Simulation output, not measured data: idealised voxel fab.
Process module heading - voxel ribs on slabs
The cross-section on display is named cut; it measures 235 nm wide, and its cells are 5 nm squares.
Just so we're on the same page, the cross-sections are grids of square cells, and they're listed out in bands top to bottom, each band one or more rows deep.
Heights first: top, then bottom, in nm. Then materials, left to right, each with a width in nm. "throughout" on a single material: fills the band edge to edge. "air": empty space.
Ref level 0: as-received wafer is one material below here. Bottom band extends down with no lower bound ("0 nm and below").
The notation "30..40" denotes a width that varies across the rows of cells in the band, beginning at the first number in the top row, finishing at the second number in the bottom row, and changing by an identical amount from each row to the next.
You'll sometimes find "remained the same" written for a step, and that's the way of saying that nowhere in the cross-section did a cell change during that step.
If an empty space has no open way to the top and is at least 8 cells in size, "Non-vented voids" lists it, written width x height at distance, where distance is measured from the left edge and every value is in nm.
Anything after a step's settings on that line? It's the simulator's own note about the step.
overlay nm: right-of-plan distance of the mask on a masked step; negative values mean left-of-plan.

## The steps planned for the process are as follows
step 1: RECEIVE | material Si
step 2: DIRECTIONAL_DEP | material SiO2 | thk nm 25
step 3: DIRECTIONAL_DEP | material polySi | thk nm 25
step 4: DIRECTIONAL_DEP | material aC | thk nm 15
step 5: PATTERN | tone cover | mask id RIB | material resist | width nm 20 | thk nm 30 | overlay nm 0
step 6: DIRECTIONAL_ETCH | etch materials aC | depth nm 15
step 7: STRIP | etch materials resist
step 8: DIRECTIONAL_ETCH | etch materials polySi | depth nm 15
step 9: STRIP | etch materials aC
step 10: PATTERN | tone cover | mask id SLAB | material resist | width nm 60 | thk nm 20 | overlay nm 0
step 11: DIRECTIONAL_ETCH | etch materials polySi | depth nm 10
step 12: STRIP | etch materials resist
step 13: FILL_DEP | material SiO2 | thk nm 20
step 14: CMP | height nm 65
step 15: DIRECTIONAL_DEP | material W | thk nm 10
step 16: MASKED_ETCH | tone cover | mask id HEATER | width nm 30 | etch materials W | depth nm 10 | overlay nm 0
step 17: CONFORMAL_DEP | material SiN | thk nm 10

## As-received state of the wafer in cross-section, equivalent to post-step 1
> 0 nm and below: Si throughout
> Non-vented voids: none

## Cross-section taken at module completion on the first of two wafers; processed per the plan
> 85 nm to 75 nm: 90 air  50 SiN  95 air
> 75 nm to 65 nm: 100 SiN  30 W  105 SiN
> 65 nm to 50 nm: SiO2 throughout
> 50 nm to 35 nm: 105 SiO2  20 polySi  110 SiO2
> 35 nm to 25 nm: 85 SiO2  60 polySi  90 SiO2
> 25 nm to 0 nm: SiO2 throughout
> 0 nm and below: Si throughout
> Non-vented voids: none

## End-of-module cross-section of the second wafer: identical starting point and process plan to the first, with one processing mistake
> 85 nm to 75 nm: 90 air  50 SiN  95 air
> 75 nm to 65 nm: 100 SiN  30 W  105 SiN
> 65 nm to 60 nm: 105 SiO2  20 polySi  110 SiO2
> 60 nm to 50 nm: 85 SiO2  60 polySi  90 SiO2
> 50 nm to 0 nm: SiO2 throughout
> 0 nm and below: Si throughout
> Non-vented voids: none
what went wrong: step 2 of the plan was carried out twice
FYI, end of process, the second wafer has more or fewer cells of some materials than the first: +8 SiO2 | -8 polySi
